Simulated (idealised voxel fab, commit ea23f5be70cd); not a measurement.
voxel capacitor over wiring: a process module
The cross-section shown here is cut; it is 230 nm wide and divided into square cells measuring 5 nm on a side.
Each cross-section below is a grid of square cells, stated as bands in top-down order, with one or more rows of cells making up each band. First you get the band's top height and its bottom height, in nm, and then the materials it's made of, left to right, with each width in nm. If you see a single material with "everywhere", that one covers the band edge to edge. "air" is empty space. Height datum 0, below which the as-received substrate wafer is one material. Lowest band open at the bottom, running downward: "0 down". Note: "30..40" means the width goes from the first number (top row of the band) to the second number (bottom row) in equal steps per row of cells. The designation "nothing was modified", where it is given for a processing step, indicates that no cell of the cross-section was altered in the course of that step. You'll see "Enclosed internal cavities" listing empty spaces that have no way open to the top, as long as they're 8 cells or more; the notation is width x height at distance, where the distance is from the left edge, and all of it is in nm. after a step's settings: what the simulator itself notes on the step. overlay nm: mask right of planned place by this much (step with mask). Neg. = left.

Steps in the process plan
| 1 | RECEIVE [material Si] |
| 2 | CONFORMAL_DEP [material SiO2] [thk nm 10] |
| 3 | CONFORMAL_DEP [material SiN] [thk nm 5] |
| 4 | DIRECTIONAL_DEP [material lowk] [thk nm 15] |
| 5 | PATTERN [tone open] [mask id METAL_1] [material resist] [width nm 20] [pitch nm 80] [thk nm 20] [overlay nm 0] |
| 6 | DIRECTIONAL_ETCH [etch materials lowk] [depth nm 15] |
| 7 | DIRECTIONAL_ETCH [etch materials SiN] [depth nm 5] |
| 8 | STRIP [etch materials resist] |
| 9 | CONFORMAL_DEP [material TiN] [thk nm 5] |
| 10 | FILL_DEP [material W] [thk nm 10] |
| 11 | CMP [height nm 30] |
| 12 | CONFORMAL_DEP [material SiCN] [thk nm 5] |
| 13 | DIRECTIONAL_DEP [material SiO2] [thk nm 15] |
| 14 | MASKED_ETCH [tone open] [mask id PLUG_1] [width nm 15] [etch materials SiO2] [depth nm 15] [overlay nm 0] |
| 15 | MASKED_ETCH [tone open] [mask id PLUG_1] [width nm 15] [etch materials SiCN] [depth nm 5] [overlay nm 0] |
| 16 | CONFORMAL_DEP [material TiN] [thk nm 5] |
| 17 | FILL_DEP [material Ru] [thk nm 10] |
| 18 | CMP [height nm 50] |
| 19 | DIRECTIONAL_DEP [material TiN] [thk nm 5] |
| 20 | DIRECTIONAL_DEP [material Al2O3] [thk nm 5] |
| 21 | DIRECTIONAL_DEP [material TiN] [thk nm 5] |
| 22 | MASKED_ETCH [tone cover] [mask id UPPER_PLATE] [width nm 65] [etch materials TiN] [depth nm 5] [overlay nm 0] |
| 23 | MASKED_ETCH [tone cover] [mask id UPPER_PLATE] [width nm 65] [etch materials Al2O3] [depth nm 5] [overlay nm 0] |
| 24 | PATTERN [tone cover] [mask id LOWER_PLATE] [material resist] [width nm 75] [thk nm 20] [overlay nm 0] |
| 25 | DIRECTIONAL_ETCH [etch materials TiN] [depth nm 5] |
| 26 | STRIP [etch materials resist] |
| 27 | FILL_DEP [material SiO2] [thk nm 15] |
| 28 | CMP [height nm 75] |
| 29 | MASKED_ETCH [tone open] [mask id PLUG_2] [width nm 15] [etch materials SiO2] [depth nm 10] [overlay nm 0] |
| 30 | CONFORMAL_DEP [material TiN] [thk nm 5] |
| 31 | FILL_DEP [material Ru] [thk nm 10] |
| 32 | CMP [height nm 75] |
| 33 | CONFORMAL_DEP [material SiN] [thk nm 5] |

As-received wafer cross-section (after step 1)
0 down  Si everywhere
Enclosed internal cavities: none

The cross-section shown corresponds to the wafer at the conclusion of the module. The initial structure and the process plan are those presented above; however, one mistake occurred in executing the plan
80 to 75  SiN everywhere
75 to 70  SiO2: 80 | TiN: 5 | Ru: 5 | TiN: 5 | SiO2: 135
70 to 65  SiO2: 80 | TiN: 15 | SiO2: 135
65 to 60  SiO2 everywhere
60 to 55  SiO2: 70 | Al2O3: 65 | SiO2: 95
55 to 50  TiN: 65 | SiO2: 5 | TiN: 65 | SiO2: 5 | TiN: 90
50 to 35  SiO2: 70 | TiN: 5 | Ru: 5 | TiN: 5 | SiO2: 145
35 to 30  SiCN: 70 | TiN: 15 | SiCN: 145
30 to 15  lowk: 65 | TiN: 5 | W: 10 | TiN: 5 | lowk: 60 | TiN: 5 | W: 10 | TiN: 5 | lowk: 65
15 to 10  SiN: 65 | TiN: 20 | SiN: 60 | TiN: 20 | SiN: 65
10 to 0  SiO2 everywhere
0 down  Si everywhere
Enclosed internal cavities: none
What went wrong in running the wafer? the process deviated at step 24: the operation and settings actually run there were PATTERN [tone open] [mask id LOWER_PLATE] [material resist] [width nm 75] [thk nm 20] [overlay nm 0]
